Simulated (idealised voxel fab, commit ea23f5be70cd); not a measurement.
Herein follows the process module entitled voxel self aligned contacts.
Square cells of 5 nm make up the cross-section cut, whose width is 270 nm.
Reading order for cross-sections: top band down to bottom band. Underlying form: a grid of square cells. Band size: one or more rows of cells.
Look at the band entry: it leads with the top's height and the bottom's height in nm. Then it lists the materials left to right, with a width in nm for each. The word "throughout" on a single material says that material fills the band edge to edge. The word "empty" is empty space.
We count height from 0. Below that, the starting wafer is all one material. The lowest band never ends at the bottom but goes on down; see "0 and below" for how that is written.
The width entry "30->40" should be interpreted row by row: the top row of cells in the band takes the first number, the bottom row takes the second number, and the change between adjacent rows is uniform throughout.
Basically "same as before" means that step didn't change any cell in the cross-section.
Heads up: "Closed void list" only lists the empty pockets with no open path to the top that are 8 cells or more, and it writes them as width x height at distance, distance from the left edge, in nm.
That trailing text on a step's line, after the settings, is the simulator's own remark on the step.
For masked steps, "overlay nm" on the step line gives how far right of plan the mask actually lay; a minus sign means it lay to the left.
THESE ARE THE STEPS WE PLANNED FOR THE PROCESS
1 RECEIVE (material Si)
2 OXIDIZE (depth nm 5)
3 DIRECTIONAL_DEP (material polySi; thk nm 30)
4 DIRECTIONAL_DEP (material SiN; thk nm 20)
5 DIRECTIONAL_DEP (material aC; thk nm 10)
6 PATTERN (tone cover; mask id GATE; material resist; width nm 35; pitch nm 70; thk nm 25; overlay nm 0)
7 DIRECTIONAL_ETCH (etch materials aC; depth nm 10)
8 STRIP (etch materials resist)
9 DIRECTIONAL_ETCH (etch materials SiN; depth nm 20)
10 DIRECTIONAL_ETCH (etch materials polySi; depth nm 30)
11 STRIP (etch materials aC)
12 CONFORMAL_DEP (material SiN; thk nm 10)
13 DIRECTIONAL_ETCH (etch materials SiN; depth nm 10)
14 FILL_DEP (material SiO2; thk nm 15)
15 CMP (height nm 60)
16 PATTERN (tone open; mask id CONTACT; material resist; width nm 45; pitch nm 70; thk nm 15; overlay nm 0)
17 DIRECTIONAL_ETCH (etch materials SiO2; depth nm 65)
18 STRIP (etch materials resist)
19 CONFORMAL_DEP (material TiN; thk nm 5)
20 FILL_DEP (material Ru; thk nm 5)
21 CMP (height nm 60)
22 CONFORMAL_DEP (material SiN; thk nm 5)
DELIVERED WAFER IN CROSS-SECTION: STATE AFTER STEP 1
  0 and below = Si throughout
  Closed void list: none
LOOKING AT THE FIRST OF TWO WAFERS IN CROSS-SECTION AT END OF MODULE - RAN TO PLAN
  65 down to 60 = SiN throughout
  60 down to 50 = SiO2: 75; TiN: 5->20; Ru: 35->5; TiN: 5->20; SiO2: 25; TiN: 5->20; Ru: 35->5; TiN: 5->20; SiO2: 80
  50 down to 30 = SiO2: 35; SiN: 55; TiN: 5; Ru: 5; TiN: 5; SiN: 55; TiN: 5; Ru: 5; TiN: 5; SiN: 55; SiO2: 40
  30 down to 0 = SiO2: 35; SiN: 10; polySi: 35; SiN: 10; TiN: 5; Ru: 5; TiN: 5; SiN: 10; polySi: 35; SiN: 10; TiN: 5; Ru: 5; TiN: 5; SiN: 10; polySi: 35; SiN: 10; SiO2: 40
  0 down to -5 = SiO2: 90; TiN: 15; SiO2: 55; TiN: 15; SiO2: 95
  -5 and below = Si throughout
  Closed void list: none
HERE'S THE SECOND OF OUR TWO WAFERS SECTIONED AT MODULE END. SAME START AS THE FIRST, SAME PLAN, BUT ONE MISTAKE GOT MADE RUNNING IT
  65 down to 60 = SiN throughout
  60 down to 55 = Ru: 70; TiN: 5; SiO2: 45; TiN: 5; Ru: 15; TiN: 5; SiO2: 45; TiN: 5; Ru: 75
  55 down to 50 = Ru: 30; TiN: 45; SiO2: 45; TiN: 25; SiO2: 45; TiN: 45; Ru: 35
  50 down to 30 = Ru: 30; TiN: 5; SiN: 55; SiO2: 15; SiN: 55; SiO2: 15; SiN: 55; TiN: 5; Ru: 35
  30 down to 0 = Ru: 30; TiN: 5; SiN: 10; polySi: 35; SiN: 10; SiO2: 15; SiN: 10; polySi: 35; SiN: 10; SiO2: 15; SiN: 10; polySi: 35; SiN: 10; TiN: 5; Ru: 35
  0 down to -5 = TiN: 35; SiO2: 195; TiN: 40
  -5 and below = Si throughout
  Closed void list: none
Finding, execution versus plan: step 16 was not run as planned; what actually ran was PATTERN (tone cover; mask id CONTACT; material resist; width nm 45; pitch nm 70; thk nm 15; overlay nm 0)
Counted in cells at the end, the second wafer holds more or fewer of these materials than the first: 139 more of Ru | 135 fewer of SiO2 | 4 fewer of TiN
